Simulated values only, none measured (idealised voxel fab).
process module | voxel transistor to metal
cross-section cut | 150 nm wide | cells 5 nm
A cross-section is a grid of square cells, given in bands from the top down. A band is one or more rows of cells.
Each band's line starts with the height of the band's top and of its bottom, in nm. Then come its materials from left to right, each with its width in nm. One material with "throughout" fills the band from edge to edge. "air" is empty space.
Height 0 is the level under which the wafer as received is all one material. The lowest band goes on downwards, as in "0 down".
A width such as "30 to 40" changes by the same amount from each row of cells to the next, from the band's top row to its bottom row.
"no change" after a step means that no cell of the cross-section changed.
closed voids: empty space of 8 cells or more with no open way to the top, each as width x height at its distance from the left edge, in nm
after a step's settings: what the simulator itself notes on the step
overlay nm, on a step with a mask: how far to the right of its planned place the mask lay; to the left if negative
Each pair below shows a cross-section before one step and the cross-section after it, down to the lowest band that changed. The line under each pair gives the step between them, with its settings. The pairs can come from different runs of this module on the same starting wafer, so a pair continues from the pair above only where its "before" says so.
before
  65 to 60: air 15 | SiN 25 | air 65 | SiN 25 | air 20
  60 to 40: air 15 | SiN 5 | W 15 | SiN 5 | air 65 | SiN 5 | W 15 | SiN 5 | air 20
  40 to 35: SiN 20 | TiN 15 | SiN 75 | TiN 15 | SiN 25
  35 to 25: SiO2 20 | TiN 5 | Ru 5 | TiN 5 | SiO2 75 | TiN 5 | Ru 5 | TiN 5 | SiO2 25
  25 to 15: SiO2 20 | TiN 5 | Ru 5 | TiN 5 | SiO2 20 | SiN 10 | HfO2 5 | TiN 5 | W 15 | TiN 5 | HfO2 5 | SiN 10 | TiN 5 | Ru 5 | TiN 5 | SiO2 25
  15 to 10: SiO2 20 | TiN 15 | SiO2 20 | SiN 10 | HfO2 5 | TiN 5 | W 15 | TiN 5 | HfO2 5 | SiN 10 | TiN 15 | SiO2 25
  10 to 5: SiO2 15 | pSi 20 | SiO2 5 | pSi 15 | SiN 10 | HfO2 5 | TiN 5 | W 15 | TiN 5 | HfO2 5 | SiN 10 | pSi 20 | SiO2 20
  5 to 0: SiO2 10 | SiN 10 | pSi 15 | SiO2 5 | pSi 15 | SiN 10 | HfO2 5 | TiN 25 | HfO2 5 | SiN 10 | pSi 15 | SiN 10 | SiO2 15
  0 to -5: SiO2 20 | pSi 15 | SiO2 5 | pSi 15 | SiO2 5 | HfO2 45 | SiO2 5 | pSi 15 | SiO2 25
  -5 to -20: SiO2 15 | Si 5 | pSi 35 | Si 55 | pSi 15 | Si 5 | SiO2 20
  -20 to -35: SiO2 15 | Si 115 | SiO2 20
  -35 down: Si throughout
  closed voids: none
after
  75 to 65: lowk throughout
  65 to 60: lowk 15 | SiN 25 | lowk 65 | SiN 25 | lowk 20
  60 to 40: lowk 15 | SiN 5 | W 15 | SiN 5 | lowk 65 | SiN 5 | W 15 | SiN 5 | lowk 20
  below 40: unchanged
  closed voids: none
the step between: op FILL_DEP | material lowk | thk nm 10
before: the cross-section after the pair above
after
  60 to 40: lowk 15 | SiN 5 | W 15 | SiN 5 | lowk 65 | SiN 5 | W 15 | SiN 5 | lowk 20
  below 40: unchanged
  closed voids: none
the step between: op CMP | height nm 60
before: the cross-section after the pair above
after
  65 to 60: SiCN throughout
  below 60: unchanged
  closed voids: none
the step between: op CONFORMAL_DEP | material SiCN | thk nm 5
before: the cross-section after the pair above
after
  90 to 65: lowk throughout
  below 65: unchanged
  closed voids: none
the step between: op DIRECTIONAL_DEP | material lowk | thk nm 25
before: the cross-section after the pair above
after
  90 to 75: lowk 20 | air 15 | lowk 75 | air 15 | lowk 25
  below 75: unchanged
  closed voids: none
the step between: op MASKED_ETCH | tone open | mask id METAL_2 | width nm 15 | pitch nm 90 | etch materials lowk | depth nm 15 | overlay nm 0
before: the cross-section after the pair above
after
  90 to 65: lowk 20 | air 15 | lowk 75 | air 15 | lowk 25
  below 65: unchanged
  closed voids: none
the step between: op MASKED_ETCH | tone open | mask id METAL_2_HOLES | width nm 15 | pitch nm 90 | etch materials lowk | depth nm 10 | overlay nm 0
before: the cross-section after the pair above
after
  90 to 65: lowk 20 | air 15 | lowk 75 | air 15 | lowk 25
  65 to 60: SiCN 20 | air 15 | SiCN 75 | air 15 | SiCN 25
  below 60: unchanged
  closed voids: none
the step between: op MASKED_ETCH | tone open | mask id METAL_2_HOLES | width nm 15 | pitch nm 90 | etch materials SiCN | depth nm 5 | overlay nm 0
before: the cross-section after the pair above
after
  95 to 90: TiN 25 | air 5 | TiN 85 | air 5 | TiN 30
  90 to 65: lowk 20 | TiN 5 | air 5 | TiN 5 | lowk 75 | TiN 5 | air 5 | TiN 5 | lowk 25
  65 to 60: SiCN 20 | TiN 15 | SiCN 75 | TiN 15 | SiCN 25
  below 60: unchanged
  closed voids: none
the step between: op CONFORMAL_DEP | material TiN | thk nm 5
before: the cross-section after the pair above
after
  100 to 95: Ru throughout
  95 to 90: TiN 25 | Ru 5 | TiN 85 | Ru 5 | TiN 30
  90 to 65: lowk 20 | TiN 5 | Ru 5 | TiN 5 | lowk 75 | TiN 5 | Ru 5 | TiN 5 | lowk 25
  below 65: unchanged
  closed voids: none
the step between: op FILL_DEP | material Ru | thk nm 5
before: the cross-section after the pair above
after
  90 to 65: lowk 20 | TiN 5 | Ru 5 | TiN 5 | lowk 75 | TiN 5 | Ru 5 | TiN 5 | lowk 25
  below 65: unchanged
  closed voids: none
the step between: op CMP | height nm 90
before: the cross-section after the pair above
after
  95 to 90: SiCN throughout
  below 90: unchanged
  closed voids: none
the step between: op CONFORMAL_DEP | material SiCN | thk nm 5
before
  40 to 35: TiN throughout
  35 to 25: SiO2 20 | TiN 5 | Ru 5 | TiN 5 | SiO2 75 | TiN 5 | Ru 5 | TiN 5 | SiO2 25
  25 to 15: SiO2 20 | TiN 5 | Ru 5 | TiN 5 | SiO2 10 | SiN 10 | HfO2 5 | TiN 5 | W 15 | TiN 5 | HfO2 5 | SiN 10 | SiO2 10 | TiN 5 | Ru 5 | TiN 5 | SiO2 25
  15 to 10: SiO2 20 | TiN 15 | SiO2 10 | SiN 10 | HfO2 5 | TiN 5 | W 15 | TiN 5 | HfO2 5 | SiN 10 | SiO2 10 | TiN 15 | SiO2 25
  10 to 5: SiO2 15 | pSi 30 | SiN 10 | HfO2 5 | TiN 5 | W 15 | TiN 5 | HfO2 5 | SiN 10 | pSi 30 | SiO2 20
  5 to 0: SiO2 10 | SiN 10 | pSi 25 | SiN 10 | HfO2 5 | TiN 25 | HfO2 5 | SiN 10 | pSi 25 | SiN 10 | SiO2 15
  0 to -5: SiO2 20 | pSi 25 | SiO2 5 | HfO2 45 | SiO2 5 | pSi 25 | SiO2 25
  -5 to -20: SiO2 15 | Si 5 | pSi 25 | Si 55 | pSi 25 | Si 5 | SiO2 20
  -20 to -35: SiO2 15 | Si 115 | SiO2 20
  -35 down: Si throughout
  closed voids: none
after
  60 to 40: HfO2 throughout
  below 40: unchanged
  closed voids: none
the step between: op DIRECTIONAL_DEP | material HfO2 | thk nm 20
before: the cross-section after the pair above
after
  80 to 60: air 20 | resist 15 | air 75 | resist 15 | air 25
  below 60: unchanged
  closed voids: none
the step between: op PATTERN | tone cover | mask id METAL_1 | material resist | width nm 15 | pitch nm 90 | thk nm 20 | overlay nm 0
before: the cross-section after the pair above
after
  60 to 40: HfO2 throughout
  below 40: unchanged
  closed voids: none
the step between: op STRIP | etch materials resist
before: the cross-section after the pair above
after
  65 to 60: SiN throughout
  below 60: unchanged
  closed voids: none
the step between: op CONFORMAL_DEP | material SiN | thk nm 5
before: the cross-section after the pair above
after
  75 to 65: lowk throughout
  below 65: unchanged
  closed voids: none
the step between: op FILL_DEP | material lowk | thk nm 10
before: the cross-section after the pair above
after
  60 to 40: HfO2 throughout
  below 40: unchanged
  closed voids: none
the step between: op CMP | height nm 60
before: the cross-section after the pair above
after
  65 to 60: SiCN throughout
  below 60: unchanged
  closed voids: none
the step between: op CONFORMAL_DEP | material SiCN | thk nm 5
before: the cross-section after the pair above
after
  90 to 65: lowk throughout
  below 65: unchanged
  closed voids: none
the step between: op DIRECTIONAL_DEP | material lowk | thk nm 25
before: the cross-section after the pair above
after
  90 to 75: lowk 20 | air 15 | lowk 75 | air 15 | lowk 25
  below 75: unchanged
  closed voids: none
the step between: op MASKED_ETCH | tone open | mask id METAL_2 | width nm 15 | pitch nm 90 | etch materials lowk | depth nm 15 | overlay nm 0
before: the cross-section after the pair above
after
  90 to 65: lowk 20 | air 15 | lowk 75 | air 15 | lowk 25
  below 65: unchanged
  closed voids: none
the step between: op MASKED_ETCH | tone open | mask id METAL_2_HOLES | width nm 15 | pitch nm 90 | etch materials lowk | depth nm 10 | overlay nm 0
before: the cross-section after the pair above
after
  90 to 65: lowk 20 | air 15 | lowk 75 | air 15 | lowk 25
  65 to 60: SiCN 20 | air 15 | SiCN 75 | air 15 | SiCN 25
  below 60: unchanged
  closed voids: none
the step between: op MASKED_ETCH | tone open | mask id METAL_2_HOLES | width nm 15 | pitch nm 90 | etch materials SiCN | depth nm 5 | overlay nm 0
before: the cross-section after the pair above
after
  95 to 90: TiN 25 | air 5 | TiN 85 | air 5 | TiN 30
  90 to 65: lowk 20 | TiN 5 | air 5 | TiN 5 | lowk 75 | TiN 5 | air 5 | TiN 5 | lowk 25
  65 to 60: SiCN 20 | TiN 15 | SiCN 75 | TiN 15 | SiCN 25
  below 60: unchanged
  closed voids: none
the step between: op CONFORMAL_DEP | material TiN | thk nm 5
before: the cross-section after the pair above
after
  100 to 95: Ru throughout
  95 to 90: TiN 25 | Ru 5 | TiN 85 | Ru 5 | TiN 30
  90 to 65: lowk 20 | TiN 5 | Ru 5 | TiN 5 | lowk 75 | TiN 5 | Ru 5 | TiN 5 | lowk 25
  below 65: unchanged
  closed voids: none
the step between: op FILL_DEP | material Ru | thk nm 5
before: the cross-section after the pair above
after
  90 to 65: lowk 20 | TiN 5 | Ru 5 | TiN 5 | lowk 75 | TiN 5 | Ru 5 | TiN 5 | lowk 25
  below 65: unchanged
  closed voids: none
the step between: op CMP | height nm 90
before: the cross-section after the pair above
after
  95 to 90: SiCN throughout
  below 90: unchanged
  closed voids: none
the step between: op CONFORMAL_DEP | material SiCN | thk nm 5
before
  30 to 15: aC throughout
  15 to 5: SiN throughout
  5 to 0: SiO2 throughout
  0 down: Si throughout
  closed voids: none
after
  65 to 30: resist 15 | air 115 | resist 20
  below 30: unchanged
  closed voids: none
the step between: op PATTERN | tone open | mask id ACTIVE | material resist | width nm 115 | thk nm 35 | overlay nm 0
before: the cross-section after the pair above
after
  50 to 30: resist 15 | air 115 | resist 20
  30 to 15: aC 15 | air 115 | aC 20
  below 15: unchanged
  closed voids: none
the step between: op DIRECTIONAL_ETCH | etch materials aC | depth nm 15
before: the cross-section after the pair above
after
  30 to 15: aC 15 | air 115 | aC 20
  below 15: unchanged
  closed voids: none
the step between: op STRIP | etch materials resist
before: the cross-section after the pair above
after
  30 to 15: aC 15 | air 115 | aC 20
  15 to 5: SiN 15 | air 115 | SiN 20
  below 5: unchanged
  closed voids: none
the step between: op DIRECTIONAL_ETCH | etch materials SiN | depth nm 10
before: the cross-section after the pair above
after
  30 to 15: aC 15 | air 115 | aC 20
  15 to 5: SiN 15 | air 115 | SiN 20
  5 to 0: SiO2 15 | air 115 | SiO2 20
  below 0: unchanged
  closed voids: none
the step between: op DIRECTIONAL_ETCH | etch materials SiO2 | depth nm 5
before: the cross-section after the pair above
after
  30 to 15: aC 15 | air 115 | aC 20
  15 to 5: SiN 15 | air 115 | SiN 20
  5 to 0: SiO2 15 | air 115 | SiO2 20
  0 to -35: Si 15 | air 115 | Si 20
  below -35: unchanged
  closed voids: none
the step between: op DIRECTIONAL_ETCH | etch materials Si | depth nm 35
before: the cross-section after the pair above
after
  15 to 5: SiN 15 | air 115 | SiN 20
  below 5: unchanged
  closed voids: none
the step between: op STRIP | etch materials aC
before: the cross-section after the pair above
after
  25 to 15: SiO2 throughout
  15 to 5: SiN 15 | SiO2 115 | SiN 20
  5 to 0: SiO2 throughout
  0 to -35: Si 15 | SiO2 115 | Si 20
  below -35: unchanged
  closed voids: none
the step between: op FILL_DEP | material SiO2 | thk nm 10
before: the cross-section after the pair above
after
  15 to 5: SiN 15 | SiO2 115 | SiN 20
  below 5: unchanged
  closed voids: none
the step between: op CMP | height nm 15
before: the cross-section after the pair above
after
  15 to 10: SiN 15 | air 115 | SiN 20
  below 10: unchanged
  closed voids: none
the step between: op SELECTIVE_ETCH | etch materials SiO2 | depth nm 5
before: the cross-section after the pair above
after
  10 to 5: air 15 | SiO2 115 | air 20
  below 5: unchanged
  closed voids: none
the step between: op STRIP | etch materials SiN
before: the cross-section after the pair above
after
  5 to 0: air 20 | SiO2 105 | air 25
  below 0: unchanged
  closed voids: none
the step between: op SELECTIVE_ETCH | etch materials SiO2 | depth nm 5
before: the cross-section after the pair above
after
  5 to 0: air 20 | SiO2 105 | air 25
  0 to -5: SiO2 throughout
  below -5: unchanged
  closed voids: none
the step between: op OXIDIZE | depth nm 5
before: the cross-section after the pair above
after
  35 to 30: air 20 | polySi 105 | air 25
  30 to 5: polySi throughout
  5 to 0: polySi 20 | SiO2 105 | polySi 25
  below 0: unchanged
  closed voids: none
the step between: op DIRECTIONAL_DEP | material polySi | thk nm 30
before: the cross-section after the pair above
after
  50 to 45: air 20 | SiCN 105 | air 25
  45 to 35: SiCN throughout
  35 to 30: SiCN 20 | polySi 105 | SiCN 25
  below 30: unchanged
  closed voids: none
the step between: op DIRECTIONAL_DEP | material SiCN | thk nm 15
before: the cross-section after the pair above
after
  65 to 60: air 20 | aC 105 | air 25
  60 to 50: aC throughout
  50 to 45: aC 20 | SiCN 105 | aC 25
  below 45: unchanged
  closed voids: none
the step between: op DIRECTIONAL_DEP | material aC | thk nm 15
before: the cross-section after the pair above
after
  100 to 65: air 55 | resist 35 | air 60
  below 65: unchanged
  closed voids: none
the step between: op PATTERN | tone cover | mask id GATE | material resist | width nm 35 | thk nm 35 | overlay nm 0
before: the cross-section after the pair above
after
  85 to 65: air 55 | resist 35 | air 60
  65 to 50: air 55 | aC 35 | air 60
  50 to 45: air 20 | SiCN 105 | air 25
  below 45: unchanged
  closed voids: none
the step between: op DIRECTIONAL_ETCH | etch materials aC | depth nm 15
before: the cross-section after the pair above
after
  65 to 50: air 55 | aC 35 | air 60
  below 50: unchanged
  closed voids: none
the step between: op STRIP | etch materials resist
before: the cross-section after the pair above
after
  65 to 50: air 55 | aC 35 | air 60
  50 to 35: air 55 | SiCN 35 | air 60
  35 to 30: air 20 | polySi 105 | air 25
  below 30: unchanged
  closed voids: none
the step between: op DIRECTIONAL_ETCH | etch materials SiCN | depth nm 25
before: the cross-section after the pair above
after
  65 to 50: air 55 | aC 35 | air 60
  50 to 35: air 55 | SiCN 35 | air 60
  35 to 5: air 55 | polySi 35 | air 60
  5 to 0: air 20 | SiO2 105 | air 25
  below 0: unchanged
  closed voids: none
the step between: op DIRECTIONAL_ETCH | etch materials polySi | depth nm 40
before: the cross-section after the pair above
after
  50 to 35: air 55 | SiCN 35 | air 60
  below 35: unchanged
  closed voids: none
the step between: op STRIP | etch materials aC
before: the cross-section after the pair above
after
  60 to 50: air 45 | SiN 55 | air 50
  50 to 35: air 45 | SiN 10 | SiCN 35 | SiN 10 | air 50
  35 to 15: air 45 | SiN 10 | polySi 35 | SiN 10 | air 50
  15 to 10: air 10 | SiN 45 | polySi 35 | SiN 45 | air 15
  10 to 5: SiN 55 | polySi 35 | SiN 60
  5 to 0: SiN 20 | SiO2 105 | SiN 25
  below 0: unchanged
  closed voids: none
the step between: op CONFORMAL_DEP | material SiN | thk nm 10
before: the cross-section after the pair above
after
  50 to 35: air 45 | SiN 10 | SiCN 35 | SiN 10 | air 50
  35 to 5: air 45 | SiN 10 | polySi 35 | SiN 10 | air 50
  5 to 0: air 10 | SiN 10 | SiO2 105 | SiN 10 | air 15
  below 0: unchanged
  closed voids: none
the step between: op DIRECTIONAL_ETCH | etch materials SiN | depth nm 10
before: the cross-section after the pair above
after
  50 to 35: air 45 | SiN 10 | SiCN 35 | SiN 10 | air 50
  35 to 5: air 45 | SiN 10 | polySi 35 | SiN 10 | air 50
  5 to 0: air 10 | SiN 10 | air 25 | SiO2 55 | air 25 | SiN 10 | air 15
  0 to -5: air 10 | SiO2 125 | air 15
  below -5: unchanged
  closed voids: none
the step between: op DIRECTIONAL_ETCH | etch materials SiO2 | depth nm 5
before: the cross-section after the pair above
after
  50 to 35: air 45 | SiN 10 | SiCN 35 | SiN 10 | air 50
  35 to 5: air 45 | SiN 10 | polySi 35 | SiN 10 | air 50
  5 to 0: air 10 | SiN 10 | air 25 | SiO2 55 | air 25 | SiN 10 | air 15
  0 to -5: air 10 | SiO2 125 | air 15
  -5 to -20: air 10 | Si 5 | SiO2 115 | Si 5 | air 15
  below -20: unchanged
  closed voids: none
the step between: op DIRECTIONAL_ETCH | etch materials Si | depth nm 15
before: the cross-section after the pair above
after
  50 to 35: air 45 | SiN 10 | SiCN 35 | SiN 10 | air 50
  35 to 10: air 45 | SiN 10 | polySi 35 | SiN 10 | air 50
  10 to 5: pSi 15 | air 30 | SiN 10 | polySi 35 | SiN 10 | air 30 | pSi 20
  5 to 0: pSi 10 | SiN 10 | air 25 | SiO2 55 | air 25 | SiN 10 | pSi 15
  0 to -5: pSi 10 | SiO2 125 | pSi 15
  -5 to -20: pSi 10 | Si 5 | SiO2 115 | Si 5 | pSi 15
  below -20: unchanged
  closed voids: none
the step between: op EPI | material pSi | thk nm 15
before: the cross-section after the pair above
after
  55 to 50: SiO2 throughout
  50 to 35: SiO2 45 | SiN 10 | SiCN 35 | SiN 10 | SiO2 50
  35 to 10: SiO2 45 | SiN 10 | polySi 35 | SiN 10 | SiO2 50
  10 to 5: pSi 15 | SiO2 30 | SiN 10 | polySi 35 | SiN 10 | SiO2 30 | pSi 20
  5 to 0: pSi 10 | SiN 10 | SiO2 105 | SiN 10 | pSi 15
  below 0: unchanged
  closed voids: none
the step between: op FILL_DEP | material SiO2 | thk nm 5
before: the cross-section after the pair above
after
  30 to 10: SiO2 45 | SiN 10 | polySi 35 | SiN 10 | SiO2 50
  below 10: unchanged
  closed voids: none
the step between: op CMP | height nm 30
before: the cross-section after the pair above
after
  30 to 10: SiO2 45 | SiN 10 | air 35 | SiN 10 | SiO2 50
  10 to 5: pSi 15 | SiO2 30 | SiN 10 | air 35 | SiN 10 | SiO2 30 | pSi 20
  below 5: unchanged
  closed voids: none
the step between: op STRIP | etch materials polySi
before: the cross-section after the pair above
after
  30 to 25: air 45 | SiN 10 | air 35 | SiN 10 | air 50
  25 to 10: SiO2 45 | SiN 10 | air 35 | SiN 10 | SiO2 50
  10 to 5: pSi 15 | SiO2 30 | SiN 10 | air 35 | SiN 10 | SiO2 30 | pSi 20
  5 to 0: pSi 10 | SiN 10 | SiO2 30 | air 45 | SiO2 30 | SiN 10 | pSi 15
  below 0: unchanged
  closed voids: none
the step between: op SELECTIVE_ETCH | etch materials SiO2 | depth nm 5
before: the cross-section after the pair above
after
  35 to 30: air 40 | HfO2 20 | air 25 | HfO2 20 | air 45
  30 to 25: HfO2 45 | SiN 10 | HfO2 5 | air 25 | HfO2 5 | SiN 10 | HfO2 50
  25 to 10: SiO2 45 | SiN 10 | HfO2 5 | air 25 | HfO2 5 | SiN 10 | SiO2 50
  10 to 5: pSi 15 | SiO2 30 | SiN 10 | HfO2 5 | air 25 | HfO2 5 | SiN 10 | SiO2 30 | pSi 20
  5 to 0: pSi 10 | SiN 10 | SiO2 30 | HfO2 45 | SiO2 30 | SiN 10 | pSi 15
  below 0: unchanged
  closed voids: none
the step between: op CONFORMAL_DEP | material HfO2 | thk nm 5
before: the cross-section after the pair above
after
  40 to 35: air 35 | TiN 30 | air 15 | TiN 30 | air 40
  35 to 30: TiN 40 | HfO2 20 | TiN 5 | air 15 | TiN 5 | HfO2 20 | TiN 45
  30 to 25: HfO2 45 | SiN 10 | HfO2 5 | TiN 5 | air 15 | TiN 5 | HfO2 5 | SiN 10 | HfO2 50
  25 to 10: SiO2 45 | SiN 10 | HfO2 5 | TiN 5 | air 15 | TiN 5 | HfO2 5 | SiN 10 | SiO2 50
  10 to 5: pSi 15 | SiO2 30 | SiN 10 | HfO2 5 | TiN 25 | HfO2 5 | SiN 10 | SiO2 30 | pSi 20
  below 5: unchanged
  closed voids: none
the step between: op CONFORMAL_DEP | material TiN | thk nm 5
before: the cross-section after the pair above
after
  45 to 40: W throughout
  40 to 35: W 35 | TiN 30 | W 15 | TiN 30 | W 40
  35 to 30: TiN 40 | HfO2 20 | TiN 5 | W 15 | TiN 5 | HfO2 20 | TiN 45
  30 to 25: HfO2 45 | SiN 10 | HfO2 5 | TiN 5 | W 15 | TiN 5 | HfO2 5 | SiN 10 | HfO2 50
  25 to 10: SiO2 45 | SiN 10 | HfO2 5 | TiN 5 | W 15 | TiN 5 | HfO2 5 | SiN 10 | SiO2 50
  below 10: unchanged
  closed voids: none
the step between: op FILL_DEP | material W | thk nm 5
before: the cross-section after the pair above
after
  25 to 10: SiO2 45 | SiN 10 | HfO2 5 | TiN 5 | W 15 | TiN 5 | HfO2 5 | SiN 10 | SiO2 50
  below 10: unchanged
  closed voids: none
the step between: op CMP | height nm 25
before: the cross-section after the pair above
after
  35 to 25: SiO2 throughout
  below 25: unchanged
  closed voids: none
the step between: op DIRECTIONAL_DEP | material SiO2 | thk nm 10
before: the cross-section after the pair above
after
  50 to 35: aC throughout
  below 35: unchanged
  closed voids: none
the step between: op DIRECTIONAL_DEP | material aC | thk nm 15
before: the cross-section after the pair above
after
  85 to 50: resist 20 | air 15 | resist 75 | air 15 | resist 25
  below 50: unchanged
  closed voids: none
the step between: op PATTERN | tone open | mask id CONTACT | material resist | width nm 15 | pitch nm 90 | thk nm 35 | overlay nm 0
before: the cross-section after the pair above
after
  70 to 50: resist 20 | air 15 | resist 75 | air 15 | resist 25
  50 to 35: aC 20 | air 15 | aC 75 | air 15 | aC 25
  below 35: unchanged
  closed voids: none
the step between: op DIRECTIONAL_ETCH | etch materials aC | depth nm 15
before: the cross-section after the pair above
after
  50 to 35: aC 20 | air 15 | aC 75 | air 15 | aC 25
  below 35: unchanged
  closed voids: none
the step between: op STRIP | etch materials resist
before: the cross-section after the pair above
after
  50 to 35: aC 20 | air 15 | aC 75 | air 15 | aC 25
  35 to 25: SiO2 20 | air 15 | SiO2 75 | air 15 | SiO2 25
  25 to 10: SiO2 20 | air 15 | SiO2 10 | SiN 10 | HfO2 5 | TiN 5 | W 15 | TiN 5 | HfO2 5 | SiN 10 | SiO2 10 | air 15 | SiO2 25
  below 10: unchanged
  closed voids: none
the step between: op DIRECTIONAL_ETCH | etch materials SiO2 | depth nm 25
before: the cross-section after the pair above
after
  35 to 25: SiO2 20 | air 15 | SiO2 75 | air 15 | SiO2 25
  below 25: unchanged
  closed voids: none
the step between: op STRIP | etch materials aC
before: the cross-section after the pair above
after
  40 to 35: TiN 25 | air 5 | TiN 85 | air 5 | TiN 30
  35 to 25: SiO2 20 | TiN 5 | air 5 | TiN 5 | SiO2 75 | TiN 5 | air 5 | TiN 5 | SiO2 25
  25 to 15: SiO2 20 | TiN 5 | air 5 | TiN 5 | SiO2 10 | SiN 10 | HfO2 5 | TiN 5 | W 15 | TiN 5 | HfO2 5 | SiN 10 | SiO2 10 | TiN 5 | air 5 | TiN 5 | SiO2 25
  15 to 10: SiO2 20 | TiN 15 | SiO2 10 | SiN 10 | HfO2 5 | TiN 5 | W 15 | TiN 5 | HfO2 5 | SiN 10 | SiO2 10 | TiN 15 | SiO2 25
  below 10: unchanged
  closed voids: none
the step between: op CONFORMAL_DEP | material TiN | thk nm 5
before: the cross-section after the pair above
after
  50 to 40: Ru throughout
  40 to 35: TiN 25 | Ru 5 | TiN 85 | Ru 5 | TiN 30
  35 to 25: SiO2 20 | TiN 5 | Ru 5 | TiN 5 | SiO2 75 | TiN 5 | Ru 5 | TiN 5 | SiO2 25
  25 to 15: SiO2 20 | TiN 5 | Ru 5 | TiN 5 | SiO2 10 | SiN 10 | HfO2 5 | TiN 5 | W 15 | TiN 5 | HfO2 5 | SiN 10 | SiO2 10 | TiN 5 | Ru 5 | TiN 5 | SiO2 25
  below 15: unchanged
  closed voids: none
the step between: op FILL_DEP | material Ru | thk nm 10
before: the cross-section after the pair above
after
  35 to 25: SiO2 20 | TiN 5 | Ru 5 | TiN 5 | SiO2 75 | TiN 5 | Ru 5 | TiN 5 | SiO2 25
  below 25: unchanged
  closed voids: none
the step between: op CMP | height nm 35
before: the cross-section after the pair above
after
  40 to 35: TiN throughout
  below 35: unchanged
  closed voids: none
the step between: op DIRECTIONAL_DEP | material TiN | thk nm 5
before: the cross-section after the pair above
after
  60 to 40: W throughout
  below 40: unchanged
  closed voids: none
the step between: op DIRECTIONAL_DEP | material W | thk nm 20
before: the cross-section after the pair above
after
  80 to 60: air 20 | resist 15 | air 75 | resist 15 | air 25
  below 60: unchanged
  closed voids: none
the step between: op PATTERN | tone cover | mask id METAL_1 | material resist | width nm 15 | pitch nm 90 | thk nm 20 | overlay nm 0
before: the cross-section after the pair above
after
  80 to 60: air 20 | resist 15 | air 75 | resist 15 | air 25
  60 to 40: air 20 | W 15 | air 75 | W 15 | air 25
  below 40: unchanged
  closed voids: none
the step between: op DIRECTIONAL_ETCH | etch materials W | depth nm 20
before: the cross-section after the pair above
after
  80 to 60: air 20 | resist 15 | air 75 | resist 15 | air 25
  60 to 40: air 20 | W 15 | air 75 | W 15 | air 25
  40 to 35: air 20 | TiN 15 | air 75 | TiN 15 | air 25
  below 35: unchanged
  closed voids: none
the step between: op DIRECTIONAL_ETCH | etch materials TiN | depth nm 5
before: the cross-section after the pair above
after
  60 to 40: air 20 | W 15 | air 75 | W 15 | air 25
  below 40: unchanged
  closed voids: none
the step between: op STRIP | etch materials resist
before: the cross-section after the pair above
after
  65 to 60: air 15 | SiN 25 | air 65 | SiN 25 | air 20
  60 to 40: air 15 | SiN 5 | W 15 | SiN 5 | air 65 | SiN 5 | W 15 | SiN 5 | air 20
  40 to 35: SiN 20 | TiN 15 | SiN 75 | TiN 15 | SiN 25
  below 35: unchanged
  closed voids: none
the step between: op CONFORMAL_DEP | material SiN | thk nm 5
before: the cross-section after the pair above
after
  75 to 65: lowk throughout
  65 to 60: lowk 15 | SiN 25 | lowk 65 | SiN 25 | lowk 20
  60 to 40: lowk 15 | SiN 5 | W 15 | SiN 5 | lowk 65 | SiN 5 | W 15 | SiN 5 | lowk 20
  below 40: unchanged
  closed voids: none
the step between: op FILL_DEP | material lowk | thk nm 10
before: the cross-section after the pair above
after
  60 to 40: lowk 15 | SiN 5 | W 15 | SiN 5 | lowk 65 | SiN 5 | W 15 | SiN 5 | lowk 20
  below 40: unchanged
  closed voids: none
the step between: op CMP | height nm 60
before: the cross-section after the pair above
after
  65 to 60: SiCN throughout
  below 60: unchanged
  closed voids: none
the step between: op CONFORMAL_DEP | material SiCN | thk nm 5
before: the cross-section after the pair above
after
  90 to 65: lowk throughout
  below 65: unchanged
  closed voids: none
the step between: op DIRECTIONAL_DEP | material lowk | thk nm 25
before: the cross-section after the pair above
after
  90 to 75: lowk 20 | air 15 | lowk 75 | air 15 | lowk 25
  below 75: unchanged
  closed voids: none
the step between: op MASKED_ETCH | tone open | mask id METAL_2 | width nm 15 | pitch nm 90 | etch materials lowk | depth nm 15 | overlay nm 0
before: the cross-section after the pair above
after
  90 to 65: lowk 20 | air 15 | lowk 75 | air 15 | lowk 25
  below 65: unchanged
  closed voids: none
the step between: op MASKED_ETCH | tone open | mask id METAL_2_HOLES | width nm 15 | pitch nm 90 | etch materials lowk | depth nm 10 | overlay nm 0
before: the cross-section after the pair above
after
  90 to 65: lowk 20 | air 15 | lowk 75 | air 15 | lowk 25
  65 to 60: SiCN 20 | air 15 | SiCN 75 | air 15 | SiCN 25
  below 60: unchanged
  closed voids: none
the step between: op MASKED_ETCH | tone open | mask id METAL_2_HOLES | width nm 15 | pitch nm 90 | etch materials SiCN | depth nm 5 | overlay nm 0
before: the cross-section after the pair above
after
  95 to 90: TiN 25 | air 5 | TiN 85 | air 5 | TiN 30
  90 to 65: lowk 20 | TiN 5 | air 5 | TiN 5 | lowk 75 | TiN 5 | air 5 | TiN 5 | lowk 25
  65 to 60: SiCN 20 | TiN 15 | SiCN 75 | TiN 15 | SiCN 25
  below 60: unchanged
  closed voids: none
the step between: op CONFORMAL_DEP | material TiN | thk nm 5
before: the cross-section after the pair above
after
  100 to 95: Ru throughout
  95 to 90: TiN 25 | Ru 5 | TiN 85 | Ru 5 | TiN 30
  90 to 65: lowk 20 | TiN 5 | Ru 5 | TiN 5 | lowk 75 | TiN 5 | Ru 5 | TiN 5 | lowk 25
  below 65: unchanged
  closed voids: none
the step between: op FILL_DEP | material Ru | thk nm 5
before: the cross-section after the pair above
after
  90 to 65: lowk 20 | TiN 5 | Ru 5 | TiN 5 | lowk 75 | TiN 5 | Ru 5 | TiN 5 | lowk 25
  below 65: unchanged
  closed voids: none
the step between: op CMP | height nm 90
before: the cross-section after the pair above
after
  95 to 90: SiCN throughout
  below 90: unchanged
  closed voids: none
the step between: op CONFORMAL_DEP | material SiCN | thk nm 5
